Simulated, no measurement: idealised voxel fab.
The document below concerns the process module designated voxel ribs on slabs.
The cross-section shown here is cut; it is 255 nm wide and divided into square cells measuring 5 nm on a side.
Cross-section layout: square cells on a grid; listed as bands, top to bottom; a band spans one or more cell rows.
The entry gives the band's vertical extent as a top height and a bottom height in nm, then its horizontal make-up as materials from left to right, each with a width in nm. "air" stands for empty space; a single material marked "throughout" fills the band edge to edge.
Heights are expressed relative to 0, this being the level below which the as-received wafer comprises one material exclusively. The lowest band is unbounded in the downward direction and is denoted as in "0 nm and below".
Per-row width for "30..40": begins at first number (top row of band), ends at second number (bottom row), increment between rows held constant.
A step reported as "changes: none" is a step in which no cell of the cross-section changed.
"Enclosed void listing" specifies each empty space that is not open to the top and that occupies no fewer than 8 cells, using the form width x height at distance, the distance measured from the left edge and all three quantities in nm.
Note: text after step settings on the step line = simulator remark on that step.
"overlay nm" denotes, for a step that has a mask, the displacement of the mask to the right of its planned place, with negative values corresponding to the left.

## So here's the lineup of process steps we planned
1,op RECEIVE | material Si
2,op DIRECTIONAL_DEP | material SiO2 | thk nm 30
3,op DIRECTIONAL_DEP | material polySi | thk nm 25
4,op MASKED_ETCH | tone cover | mask id RIB | width nm 25 | etch materials polySi | depth nm 15 | overlay nm 0
5,op MASKED_ETCH | tone cover | mask id SLAB | width nm 75 | etch materials polySi | depth nm 10 | overlay nm 0
6,op FILL_DEP | material SiO2 | thk nm 15
7,op CMP | height nm 65
8,op DIRECTIONAL_DEP | material TiN | thk nm 10
9,op PATTERN | tone cover | mask id HEATER | material resist | width nm 35 | thk nm 15 | overlay nm 0
10,op DIRECTIONAL_ETCH | etch materials TiN | depth nm 10
11,op STRIP | etch materials resist
12,op CONFORMAL_DEP | material SiO2 | thk nm 5

## What follows covers the first of two wafers; it ran as planned

## Cross-section: wafer on arrival = after step 1
0 nm and below = Si throughout
Enclosed void listing: none

## You're looking at a cross-section of the wafer after step 2
30 nm to 0 nm = SiO2 throughout
Rest of section, below 0: as before.

## You're looking at a cross-section of the wafer after step 3
55 nm to 30 nm = polySi throughout
Rest of section, below 30: as before.

## You're looking at a cross-section of the wafer after step 4
55 nm to 40 nm = air=115 | polySi=25 | air=115
Rest of section, below 40: as before.

## You're looking at a cross-section of the wafer after step 5
55 nm to 40 nm = air=115 | polySi=25 | air=115
40 nm to 30 nm = air=90 | polySi=75 | air=90
Rest of section, below 30: as before.

## You're looking at a cross-section of the wafer after step 6
70 nm to 55 nm = SiO2 throughout
55 nm to 40 nm = SiO2=115 | polySi=25 | SiO2=115
40 nm to 30 nm = SiO2=90 | polySi=75 | SiO2=90
Rest of section, below 30: as before.

## You're looking at a cross-section of the wafer after step 7
65 nm to 55 nm = SiO2 throughout
Rest of section, below 55: as before.

## You're looking at a cross-section of the wafer after step 8
75 nm to 65 nm = TiN throughout
Rest of section, below 65: as before.

## You're looking at a cross-section of the wafer after step 9
90 nm to 75 nm = air=110 | resist=35 | air=110
Rest of section, below 75: as before.

## You're looking at a cross-section of the wafer after step 10
90 nm to 75 nm = air=110 | resist=35 | air=110
75 nm to 65 nm = air=110 | TiN=35 | air=110
Rest of section, below 65: as before.

## You're looking at a cross-section of the wafer after step 11
75 nm to 65 nm = air=110 | TiN=35 | air=110
Rest of section, below 65: as before.

## You're looking at a cross-section of the wafer after step 12
80 nm to 75 nm = air=105 | SiO2=45 | air=105
75 nm to 70 nm = air=105 | SiO2=5 | TiN=35 | SiO2=5 | air=105
70 nm to 65 nm = SiO2=110 | TiN=35 | SiO2=110
Rest of section, below 65: as before.

## Wafer two: like wafer one in start and plan, but with one mistake in execution; identical up to and including step 2

## Look at the second wafer in cross-section at the time step 3 ought to have finished
80 nm to 30 nm = polySi throughout
Rest of section, below 30: as before.

## Look at the second wafer in cross-section at the time step 4 ought to have finished
80 nm to 65 nm = air=115 | polySi=25 | air=115
Rest of section, below 65: as before.

## Look at the second wafer in cross-section at the time step 5 ought to have finished
80 nm to 65 nm = air=115 | polySi=25 | air=115
65 nm to 55 nm = air=90 | polySi=75 | air=90
Rest of section, below 55: as before.

## Look at the second wafer in cross-section at the time step 6 ought to have finished
95 nm to 80 nm = SiO2 throughout
80 nm to 65 nm = SiO2=115 | polySi=25 | SiO2=115
65 nm to 55 nm = SiO2=90 | polySi=75 | SiO2=90
Rest of section, below 55: as before.

## Look at the second wafer in cross-section at the time step 7 ought to have finished
65 nm to 55 nm = SiO2=90 | polySi=75 | SiO2=90
Rest of section, below 55: as before.

## Look at the second wafer in cross-section at the time step 8 ought to have finished
75 nm to 65 nm = TiN throughout
Rest of section, below 65: as before.

## Look at the second wafer in cross-section at the time step 9 ought to have finished
90 nm to 75 nm = air=110 | resist=35 | air=110
Rest of section, below 75: as before.

## Look at the second wafer in cross-section at the time step 10 ought to have finished
90 nm to 75 nm = air=110 | resist=35 | air=110
75 nm to 65 nm = air=110 | TiN=35 | air=110
Rest of section, below 65: as before.

## Look at the second wafer in cross-section at the time step 11 ought to have finished
75 nm to 65 nm = air=110 | TiN=35 | air=110
Rest of section, below 65: as before.

## Look at the second wafer in cross-section at the time step 12 ought to have finished
80 nm to 75 nm = air=105 | SiO2=45 | air=105
75 nm to 70 nm = air=105 | SiO2=5 | TiN=35 | SiO2=5 | air=105
70 nm to 65 nm = SiO2=110 | TiN=35 | SiO2=110
Rest of section, below 65: as before.
Deviation noted in wafer processing: step 3 of the plan was executed twice over
Counted in cells at the end, the second wafer holds more or fewer of these materials than the first: SiO2 -240 | polySi +240
